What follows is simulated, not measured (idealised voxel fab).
process module | voxel ribs on slabs
cross-section cut | 250 nm wide | cells 5 nm
A cross-section is a grid of square cells, given in bands from the top down. A band is one or more rows of cells.
Each band's line starts with the height of the band's top and of its bottom, in nm. Then come its materials from left to right, each with its width in nm. One material with "throughout" fills the band from edge to edge. "air" is empty space.
Height 0 is the level under which the wafer as received is all one material. The lowest band goes on downwards, as in "0 down".
A width such as "30 to 40" changes by the same amount from each row of cells to the next, from the band's top row to its bottom row.
"no change" after a step means that no cell of the cross-section changed.
closed voids: empty space of 8 cells or more with no open way to the top, each as width x height at its distance from the left edge, in nm
after a step's settings: what the simulator itself notes on the step
overlay nm, on a step with a mask: how far to the right of its planned place the mask lay; to the left if negative
plan
1 op RECEIVE | material Si
2 op DIRECTIONAL_DEP | material SiO2 | thk nm 20
3 op DIRECTIONAL_DEP | material polySi | thk nm 25
4 op MASKED_ETCH | tone cover | mask id RIB | width nm 20 | etch materials polySi | depth nm 10 | overlay nm 0
5 op PATTERN | tone cover | mask id SLAB | material resist | width nm 70 | thk nm 15 | overlay nm 0
6 op DIRECTIONAL_ETCH | etch materials polySi | depth nm 15
7 op STRIP | etch materials resist
8 op FILL_DEP | material SiO2 | thk nm 20
9 op CMP | height nm 55
10 op DIRECTIONAL_DEP | material W | thk nm 5
11 op DIRECTIONAL_DEP | material aC | thk nm 10
12 op PATTERN | tone cover | mask id HEATER | material resist | width nm 30 | thk nm 25 | overlay nm 0
13 op DIRECTIONAL_ETCH | etch materials aC | depth nm 10
14 op STRIP | etch materials resist
15 op DIRECTIONAL_ETCH | etch materials W | depth nm 5
16 op STRIP | etch materials aC
17 op CONFORMAL_DEP | material SiN | thk nm 5
as received, after step 1
  0 down: Si throughout
  closed voids: none
first wafer at the end, as planned
  65 to 60: air 105 | SiN 40 | air 105
  60 to 55: SiN 110 | W 30 | SiN 110
  55 to 45: SiO2 throughout
  45 to 35: SiO2 115 | polySi 20 | SiO2 115
  35 to 20: SiO2 90 | polySi 70 | SiO2 90
  20 to 0: SiO2 throughout
  0 down: Si throughout
  closed voids: none
second wafer at the end: like start, like plan, one mistake
  65 to 60: air 105 | SiN 40 | air 105
  60 to 55: SiN 110 | W 30 | SiN 110
  55 to 45: SiO2 throughout
  45 to 35: SiO2 110 | polySi 30 | SiO2 110
  35 to 20: SiO2 90 | polySi 70 | SiO2 90
  20 to 0: SiO2 throughout
  0 down: Si throughout
  closed voids: none
what went wrong: step 4 ran as: op MASKED_ETCH | tone cover | mask id RIB | width nm 30 | etch materials polySi | depth nm 10 | overlay nm 0
at the end the second wafer has, in cells: 4 fewer of SiO2 | 4 more of polySi
